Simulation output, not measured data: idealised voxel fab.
Title: Process Module voxel air gaps
Section shown: cut. Width: 215 nm. Cell size: 5 nm, square.
Think of the cross-section as a grid of square cells. We describe it in bands, top to bottom, and each band covers one or more rows of those cells. Basically the band line says how high the top is and how high the bottom is, in nm, and then what's in it from left to right, every material with its width in nm. Empty space shows up as "empty", and if a single material carries "all across" it runs the full band edge to edge. Height reference: 0 = level under which incoming wafer is all one material. Lowest band: no bottom, runs on downward, e.g. "z 0 and below". The notation "30 to 40" denotes a width that varies across the rows of cells in the band, beginning at the first number in the top row, finishing at the second number in the bottom row, and changing by an identical amount from each row to the next. Where the words "nothing different" appear for a step, the cross-section shows no cell changed by that step; every cell remained as before. Under "Closed voids list" you'll find the enclosed gaps, the ones with no way out to the top, that are 8 cells or bigger; each reads width x height at distance, with distance counted from the left edge, everything in nm. Post-settings text on a step line: simulator's own remark regarding the step. For masked steps, "overlay nm" on the step line gives how far right of plan the mask actually lay; a minus sign means it lay to the left.
### The steps planned for the process are as follows
1: RECEIVE, material Si
2: CONFORMAL_DEP, material SiO2, thk nm 10
3: CONFORMAL_DEP, material SiN, thk nm 5
4: DIRECTIONAL_DEP, material SiO2, thk nm 35
5: DIRECTIONAL_DEP, material aC, thk nm 10
6: PATTERN, tone open, mask id LINES, material resist, width nm 25, pitch nm 55, thk nm 25, overlay nm 0
7: DIRECTIONAL_ETCH, etch materials aC, depth nm 10
8: STRIP, etch materials resist
9: DIRECTIONAL_ETCH, etch materials SiO2, depth nm 35
10: STRIP, etch materials aC
11: CONFORMAL_DEP, material TiN, thk nm 5
12: FILL_DEP, material Cu, thk nm 5
13: CMP, height nm 50
14: EPI, material Ru, thk nm 10
15: SELECTIVE_ETCH, etch materials SiO2, depth nm 45
16: CONFORMAL_DEP, material SiCN, thk nm 5
### The cross-section here shows the wafer as received, i.e. in its state after step 1
	z 0 and below: Si all across
	Closed voids list: none
### As-planned run: cross-section of the first of two wafers at end of module
	z 65 to 60: empty 25  SiCN 165  empty 25
	z 60 to 50: empty 25  SiCN 5  Ru 45  SiCN 10  Ru 45  SiCN 10  Ru 45  SiCN 5  empty 25
	z 50 to 45: empty 25  SiCN 15  TiN 5  Cu 15  TiN 5  SiCN 30  TiN 5  Cu 15  TiN 5  SiCN 30  TiN 5  Cu 15  TiN 5  SiCN 15  empty 25
	z 45 to 20: empty 35  SiCN 5  TiN 5  Cu 15  TiN 5  SiCN 5  empty 20  SiCN 5  TiN 5  Cu 15  TiN 5  SiCN 5  empty 20  SiCN 5  TiN 5  Cu 15  TiN 5  SiCN 5  empty 35
	z 20 to 15: SiCN 40  TiN 25  SiCN 30  TiN 25  SiCN 30  TiN 25  SiCN 40
	z 15 to 10: SiN all across
	z 10 to 0: SiO2 all across
	z 0 and below: Si all across
	Closed voids list: 20 x 25 at 70; 20 x 25 at 125
### Second wafer through the module, sectioned at the end: same beginning and same plan as the first wafer, with one mistake in carrying it out
	z 65 to 60: empty 35  SiCN 165  empty 15
	z 60 to 50: empty 35  SiCN 5  Ru 45  SiCN 10  Ru 45  SiCN 10  Ru 45  SiCN 5  empty 15
	z 50 to 45: empty 35  SiCN 15  TiN 5  Cu 15  TiN 5  SiCN 30  TiN 5  Cu 15  TiN 5  SiCN 30  TiN 5  Cu 15  TiN 5  SiCN 15  empty 15
	z 45 to 20: empty 45  SiCN 5  TiN 5  Cu 15  TiN 5  SiCN 5  empty 20  SiCN 5  TiN 5  Cu 15  TiN 5  SiCN 5  empty 20  SiCN 5  TiN 5  Cu 15  TiN 5  SiCN 5  empty 25
	z 20 to 15: SiCN 50  TiN 25  SiCN 30  TiN 25  SiCN 30  TiN 25  SiCN 30
	z 15 to 10: SiN all across
	z 10 to 0: SiO2 all across
	z 0 and below: Si all across
	Closed voids list: 20 x 25 at 80; 20 x 25 at 135
The plan and the run diverged here: so step 6 ended up running with a different setting than we planned, it ran as PATTERN, tone open, mask id LINES, material resist, width nm 25, pitch nm 55, thk nm 25, overlay nm 10
Upon completion, the cell count for each material on the second wafer equals that on the first, whereas the spatial distribution of those cells differs.
